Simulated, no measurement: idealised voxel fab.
You're looking at the process module voxel transistor to metal.
Each square cell in cross-section cut measures 5 nm, and the section as a whole is 195 nm wide.
A cross-section is written here as square cells arranged in a grid, and it is given in bands from the top down, each band taking up one or more rows of cells.
In this notation a band is specified by the heights of its top and bottom, in that order and in nm, after which its materials appear from left to right, each paired with its width in nm. The word "everywhere" attached to a single material means that material fills the band from edge to edge; the word "empty" stands for empty space.
Measure heights from 0. That's the level where, below it, the as-received wafer is all one material. The lowest band is bottomless and extends downward; write it as in "top 0, no bottom".
The width entry "30->40" should be interpreted row by row: the top row of cells in the band takes the first number, the bottom row takes the second number, and the change between adjacent rows is uniform throughout.
Reading "stayed the same" for a step: not a cell of the cross-section changed in it.
"Fully sealed voids" lists enclosed empty spaces (at least 8 cells, no open path upward to the top), each as width x height at distance from the left edge, in nm.
What comes after the settings on a step's line is commentary from the simulator itself on that step.
A step's line can hold "overlay nm"; with a mask on that step, the setting says how far right of the planned place the mask lay, while a negative setting says it lay to the left.

### So here's the lineup of process steps we planned
1,RECEIVE | material Si
2,CONFORMAL_DEP | material SiO2 | thk nm 5
3,CONFORMAL_DEP | material SiN | thk nm 10
4,PATTERN | tone cover | mask id ACTIVE | material resist | width nm 125 | thk nm 15 | overlay nm 0
5,DIRECTIONAL_ETCH | etch materials SiN | depth nm 10
6,DIRECTIONAL_ETCH | etch materials SiO2 | depth nm 5
7,DIRECTIONAL_ETCH | etch materials Si | depth nm 20
8,STRIP | etch materials resist
9,OXIDIZE | depth nm 5
10,FILL_DEP | material SiO2 | thk nm 5
11,CMP | height nm 15
12,SELECTIVE_ETCH | etch materials SiO2 | depth nm 10
13,STRIP | etch materials SiN
14,SELECTIVE_ETCH | etch materials SiO2 | depth nm 5
15,OXIDIZE | depth nm 5
16,DIRECTIONAL_DEP | material polySi | thk nm 30
17,DIRECTIONAL_DEP | material SiCN | thk nm 15
18,PATTERN | tone cover | mask id GATE | material resist | width nm 35 | thk nm 15 | overlay nm 0
19,DIRECTIONAL_ETCH | etch materials SiCN | depth nm 25
20,DIRECTIONAL_ETCH | etch materials polySi | depth nm 40
21,STRIP | etch materials resist
22,CONFORMAL_DEP | material SiO2 | thk nm 5
23,DIRECTIONAL_ETCH | etch materials SiO2 | depth nm 5
24,CONFORMAL_DEP | material SiN | thk nm 5
25,DIRECTIONAL_ETCH | etch materials SiN | depth nm 5
26,DIRECTIONAL_ETCH | etch materials SiO2 | depth nm 5
27,DIRECTIONAL_ETCH | etch materials Si | depth nm 15
28,EPI | material SiGe | thk nm 20
29,FILL_DEP | material SiO2 | thk nm 5
30,CMP | height nm 30
31,STRIP | etch materials polySi
32,SELECTIVE_ETCH | etch materials SiO2 | depth nm 5
33,CONFORMAL_DEP | material HfO2 | thk nm 5
34,CONFORMAL_DEP | material TiN | thk nm 5
35,FILL_DEP | material W | thk nm 10
36,CMP | height nm 25
37,DIRECTIONAL_DEP | material SiO2 | thk nm 10
38,DIRECTIONAL_DEP | material aC | thk nm 15
39,PATTERN | tone open | mask id CONTACT | material resist | width nm 15 | pitch nm 90 | thk nm 30 | overlay nm 0
40,DIRECTIONAL_ETCH | etch materials aC | depth nm 15
41,STRIP | etch materials resist
42,DIRECTIONAL_ETCH | etch materials SiO2 | depth nm 35
43,STRIP | etch materials aC
44,CONFORMAL_DEP | material TiN | thk nm 5
45,FILL_DEP | material Ru | thk nm 5
46,CMP | height nm 35
47,DIRECTIONAL_DEP | material TiN | thk nm 5
48,DIRECTIONAL_DEP | material W | thk nm 15
49,PATTERN | tone cover | mask id METAL_1 | material resist | width nm 15 | pitch nm 90 | thk nm 15 | overlay nm 0
50,DIRECTIONAL_ETCH | etch materials W | depth nm 15
51,DIRECTIONAL_ETCH | etch materials TiN | depth nm 5
52,STRIP | etch materials resist
53,FILL_DEP | material lowk | thk nm 10
54,CMP | height nm 55
55,CONFORMAL_DEP | material SiN | thk nm 5

### Incoming wafer in cross-section (state: after step 1)
	top 0, no bottom | Si everywhere
	Fully sealed voids: none

### first wafer at the end, as planned
	top 60, bottom 55 | SiN everywhere
	top 55, bottom 40 | lowk 45, then W 15, then lowk 75, then W 15, then lowk 45
	top 40, bottom 35 | lowk 45, then TiN 15, then lowk 75, then TiN 15, then lowk 45
	top 35, bottom 25 | SiO2 45, then TiN 5, then Ru 5, then TiN 5, then SiO2 75, then TiN 5, then Ru 5, then TiN 5, then SiO2 45
	top 25, bottom 20 | SiO2 45, then TiN 5, then Ru 5, then TiN 5, then SiO2 10, then SiN 5, then HfO2 5, then TiN 5, then W 25, then TiN 5, then HfO2 5, then SiN 5, then SiO2 10, then TiN 5, then Ru 5, then TiN 5, then SiO2 45
	top 20, bottom 15 | SiO2 45, then TiN 15, then SiO2 10, then SiN 5, then HfO2 5, then TiN 5, then W 25, then TiN 5, then HfO2 5, then SiN 5, then SiO2 10, then TiN 15, then SiO2 45
	top 15, bottom 5 | SiO2 45, then TiN 5, then SiGe 20, then SiN 5, then HfO2 5, then TiN 5, then W 25, then TiN 5, then HfO2 5, then SiN 5, then SiGe 20, then TiN 5, then SiO2 45
	top 5, bottom 0 | SiO2 45, then TiN 5, then SiGe 20, then SiN 5, then HfO2 5, then TiN 35, then HfO2 5, then SiN 5, then SiGe 20, then TiN 5, then SiO2 45
	top 0, bottom -5 | SiO2 35, then SiGe 35, then SiO2 5, then HfO2 45, then SiO2 5, then SiGe 35, then SiO2 35
	top -5, bottom -20 | SiO2 40, then SiGe 30, then Si 55, then SiGe 30, then SiO2 40
	top -20, bottom -25 | SiO2 40, then Si 115, then SiO2 40
	top -25, no bottom | Si everywhere
	Fully sealed voids: none

### Wafer two, sectioned after the module: the first wafer's start, the first wafer's plan, and one mistake in how it was run
	top 60, bottom 55 | SiN everywhere
	top 55, bottom 40 | lowk 45, then W 15, then lowk 75, then W 15, then lowk 45
	top 40, bottom 35 | lowk 45, then TiN 15, then lowk 75, then TiN 15, then lowk 45
	top 35, bottom 30 | SiO2 45, then TiN 5, then Ru 5, then TiN 5, then SiO2 75, then TiN 5, then Ru 5, then TiN 5, then SiO2 45
	top 30, bottom 25 | SiO2 45, then TiN 15, then SiO2 75, then TiN 15, then SiO2 45
	top 25, bottom 15 | W 75, then TiN 5, then HfO2 5, then SiN 5, then SiO2 15, then SiN 5, then HfO2 5, then TiN 5, then W 75
	top 15, bottom 5 | W 75, then TiN 5, then HfO2 5, then SiN 5, then SiGe 15, then SiN 5, then HfO2 5, then TiN 5, then W 75
	top 5, bottom 0 | TiN 80, then HfO2 5, then SiN 5, then SiGe 15, then SiN 5, then HfO2 5, then TiN 80
	top 0, bottom -5 | HfO2 85, then SiO2 5, then SiGe 15, then SiO2 5, then HfO2 85
	top -5, bottom -20 | SiO2 40, then Si 50, then SiGe 15, then Si 50, then SiO2 40
	top -20, bottom -25 | SiO2 40, then Si 115, then SiO2 40
	top -25, no bottom | Si everywhere
	Fully sealed voids: none
Run error: step 18 ran as: PATTERN | tone open | mask id GATE | material resist | width nm 35 | thk nm 15 | overlay nm 0
FYI, end of process, the second wafer has more or fewer cells of some materials than the first: +25 HfO2, -4 Ru, +27 Si, -53 SiGe, -106 SiO2, +11 TiN, +100 W
